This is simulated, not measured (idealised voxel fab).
Presented below is a process module, voxel ribs on slabs.
Cross-section cut: width 230 nm, square cells of 5 nm.
A cross-section is a grid of square cells, given in bands from the top down. A band is one or more rows of cells. Quick guide to a band line: top height, bottom height (nm) up front; then every material left to right with its width in nm. Only one material and it's marked "throughout"? Then it fills the band edge to edge. And "blank" just means empty space. Heights are measured from 0, the level below which the as-received wafer is all one material; the lowest band has no bottom and continues downward, written as in "top 0, no bottom". A two-number width, for instance "30..40", indicates that the width is equal to the first number in the top row of the band and to the second number in the bottom row, and that it changes by a constant amount per row of cells. Step marked "nothing got changed"? Then no cell in the cross-section changed in it. Listed in "Listed closed voids": every empty space of 8 or more cells without an open way to the top. Form: width x height at distance, the distance being from the left edge, all in nm. Read whatever lies past the settings on a step's line as the simulator's own remark about the step. Among the settings permitted on a step's line is "overlay nm"; applied to a step with a mask, it specifies the extent to which the mask lay to the right of its planned position, whereas a negative figure signifies a position to the left.
### Process steps foreseen in the plan
- 1: RECEIVE with material Si
- 2: DIRECTIONAL_DEP with material SiO2, thk nm 25
- 3: DIRECTIONAL_DEP with material polySi, thk nm 20
- 4: PATTERN with tone cover, mask id RIB, material resist, width nm 15, thk nm 15, overlay nm 0
- 5: DIRECTIONAL_ETCH with etch materials polySi, depth nm 15
- 6: STRIP with etch materials resist
- 7: DIRECTIONAL_DEP with material aC, thk nm 15
- 8: PATTERN with tone cover, mask id SLAB, material resist, width nm 65, thk nm 35, overlay nm 0
- 9: DIRECTIONAL_ETCH with etch materials aC, depth nm 15
- 10: STRIP with etch materials resist
- 11: DIRECTIONAL_ETCH with etch materials polySi, depth nm 5
- 12: STRIP with etch materials aC
- 13: FILL_DEP with material SiO2, thk nm 20
- 14: CMP with height nm 60
- 15: DIRECTIONAL_DEP with material TiN, thk nm 10
- 16: DIRECTIONAL_DEP with material aC, thk nm 15
- 17: PATTERN with tone cover, mask id HEATER, material resist, width nm 25, thk nm 30, overlay nm 0
- 18: DIRECTIONAL_ETCH with etch materials aC, depth nm 15
- 19: STRIP with etch materials resist
- 20: DIRECTIONAL_ETCH with etch materials TiN, depth nm 10
- 21: STRIP with etch materials aC
- 22: CONFORMAL_DEP with material SiO2, thk nm 10
### This is the cross-section of the wafer as we received it, i.e. after step 1
    top 0, no bottom | Si throughout
    Listed closed voids: none
### Cross-sectional image of the first of two wafers at the end of the module, the run having proceeded as planned
    top 80, bottom 70 | blank: 90, SiO2: 45, blank: 95
    top 70, bottom 60 | SiO2: 100, TiN: 25, SiO2: 105
    top 60, bottom 45 | SiO2 throughout
    top 45, bottom 30 | SiO2: 105, polySi: 15, SiO2: 110
    top 30, bottom 25 | SiO2: 80, polySi: 65, SiO2: 85
    top 25, bottom 0 | SiO2 throughout
    top 0, no bottom | Si throughout
    Listed closed voids: none
### Second wafer through the module, sectioned at the end: same beginning and same plan as the first wafer, with one mistake in carrying it out
    top 80, bottom 70 | blank: 90, SiO2: 45, blank: 95
    top 70, bottom 60 | SiO2: 100, TiN: 25, SiO2: 105
    top 60, bottom 40 | SiO2 throughout
    top 40, bottom 30 | SiO2: 105, polySi: 15, SiO2: 110
    top 30, bottom 25 | SiO2: 80, polySi: 65, SiO2: 85
    top 25, bottom 0 | SiO2 throughout
    top 0, no bottom | Si throughout
    Listed closed voids: none
What was the processing mistake? steps 6 and 7 got flipped, so each one ran where the other should have
Wafer comparison, final, in cells, second relative to first, materials more or fewer: SiO2 +3; polySi -3
